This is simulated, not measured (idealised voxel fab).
process module | voxel trench capacitor
cross-section cut | 145 nm wide | cells 5 nm
A cross-section is a grid of square cells, given in bands from the top down. A band is one or more rows of cells.
Each band's line starts with the height of the band's top and of its bottom, in nm. Then come its materials from left to right, each with its width in nm. One material with "throughout" fills the band from edge to edge. "air" is empty space.
Height 0 is the level under which the wafer as received is all one material. The lowest band goes on downwards, as in "0 down".
A width such as "30 to 40" changes by the same amount from each row of cells to the next, from the band's top row to its bottom row.
"no change" after a step means that no cell of the cross-section changed.
closed voids: empty space of 8 cells or more with no open way to the top, each as width x height at its distance from the left edge, in nm
after a step's settings: what the simulator itself notes on the step
overlay nm, on a step with a mask: how far to the right of its planned place the mask lay; to the left if negative
plan
1 op RECEIVE | material Si
2 op CONFORMAL_DEP | material SiN | thk nm 5
3 op DIRECTIONAL_DEP | material aC | thk nm 15
4 op PATTERN | tone open | mask id TRENCH | material resist | width nm 20 | pitch nm 35 | thk nm 35 | overlay nm 0
5 op DIRECTIONAL_ETCH | etch materials aC | depth nm 15
6 op STRIP | etch materials resist
7 op DIRECTIONAL_ETCH | etch materials SiN | depth nm 5
8 op DIRECTIONAL_ETCH | etch materials Si | depth nm 35
9 op STRIP | etch materials aC
10 op CONFORMAL_DEP | material SiO2 | thk nm 5
11 op FILL_DEP | material polySi | thk nm 10
12 op CMP | height nm 5
as received, after step 1
  0 down: Si throughout
  closed voids: none
first wafer at the end, as planned
  5 to 0: SiN 45 | SiO2 5 | polySi 10 | SiO2 5 | SiN 15 | SiO2 5 | polySi 10 | SiO2 5 | SiN 45
  0 to -30: Si 45 | SiO2 5 | polySi 10 | SiO2 5 | Si 15 | SiO2 5 | polySi 10 | SiO2 5 | Si 45
  -30 to -35: Si 45 | SiO2 20 | Si 15 | SiO2 20 | Si 45
  -35 down: Si throughout
  closed voids: none
second wafer at the end: like start, like plan, one mistake
  20 to 10: polySi throughout
  10 to 5: SiO2 50 | polySi 10 | SiO2 25 | polySi 10 | SiO2 50
  5 to 0: SiN 45 | SiO2 5 | polySi 10 | SiO2 5 | SiN 15 | SiO2 5 | polySi 10 | SiO2 5 | SiN 45
  0 to -30: Si 45 | SiO2 5 | polySi 10 | SiO2 5 | Si 15 | SiO2 5 | polySi 10 | SiO2 5 | Si 45
  -30 to -35: Si 45 | SiO2 20 | Si 15 | SiO2 20 | Si 45
  -35 down: Si throughout
  closed voids: none
what went wrong: step 12 was left out
at the end the second wafer has, in cells: 25 more of SiO2 | 62 more of polySi
